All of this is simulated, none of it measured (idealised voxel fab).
This section sets out a process module, namely voxel fin reveal.
cross-section cut | 270 nm wide | cells 5 nm
A cross-section in this document is a grid of square cells, and it is written down as bands, the top band listed before the ones below it; a band is made up of one or more rows of cells.
The band entry comprises the height of the band's top followed by the height of its bottom, expressed in nm, and subsequently the band's materials from left to right, each stated together with its width in nm. Where a single material is marked with the word "throughout", that material fills the band from edge to edge. The word "air" represents empty space.
Ref level 0: as-received wafer is one material below here. Bottom band extends down with no lower bound ("0..down").
Width: "30..40" (first number = top row, second number = bottom row, same change from row to row of cells).
Basically "left unchanged" means that step didn't change any cell in the cross-section.
If an empty space has no open way to the top and is at least 8 cells in size, "Enclosed internal voids" lists it, written width x height at distance, where distance is measured from the left edge and every value is in nm.
Text after the settings on a step's line: the simulator's own remark on that step.
Each step line may optionally specify "overlay nm", which for a step with a mask gives the rightward distance between the mask's planned place and where it lay, a negative value indicating the leftward direction.
[This section lists the process steps that were planned]
- 1: RECEIVE [material Si]
- 2: CONFORMAL_DEP [material SiN] [thk nm 5]
- 3: PATTERN [tone cover] [mask id FINS] [material resist] [width nm 15] [pitch nm 40] [thk nm 15] [overlay nm 0]
- 4: DIRECTIONAL_ETCH [etch materials SiN] [depth nm 5]
- 5: DIRECTIONAL_ETCH [etch materials Si] [depth nm 40]
- 6: STRIP [etch materials resist]
- 7: OXIDIZE [depth nm 5]
- 8: FILL_DEP [material SiO2] [thk nm 10]
- 9: CMP [height nm 5]
- 10: SELECTIVE_ETCH [etch materials SiO2] [depth nm 30]
- 11: STRIP [etch materials SiN]
[Cross-section of the wafer upon arrival, representing the state reached after step 1]
- 0..down: Si throughout
- Enclosed internal voids: none
[Here's the cross-section of the first of our two wafers at the end of the module - it ran as planned]
- 0..-25: air 70, then Si 5, then air 35, then Si 5, then air 35, then Si 5, then air 35, then Si 5, then air 75
- -25..-45: SiO2 70, then Si 5, then SiO2 35, then Si 5, then SiO2 35, then Si 5, then SiO2 35, then Si 5, then SiO2 75
- -45..down: Si throughout
- Enclosed internal voids: none
[Presented here is a cross-section of the second of the two wafers as it stood at the end of the module. It was started in the same manner and assigned the same plan as the first wafer; however, one mistake was made in its execution]
- 0..-25: Si 60, then air 25, then Si 15, then air 25, then Si 15, then air 25, then Si 15, then air 25, then Si 65
- -25..-45: Si 60, then SiO2 25, then Si 15, then SiO2 25, then Si 15, then SiO2 25, then Si 15, then SiO2 25, then Si 65
- -45..down: Si throughout
- Enclosed internal voids: none
What was done differently from what was planned? step 3 off recipe, ran as PATTERN [tone open] [mask id FINS] [material resist] [width nm 15] [pitch nm 40] [thk nm 15] [overlay nm 0]
The second wafer ends with more or fewer cells of some materials than the first, per final count: 270 more of Si | 120 fewer of SiO2
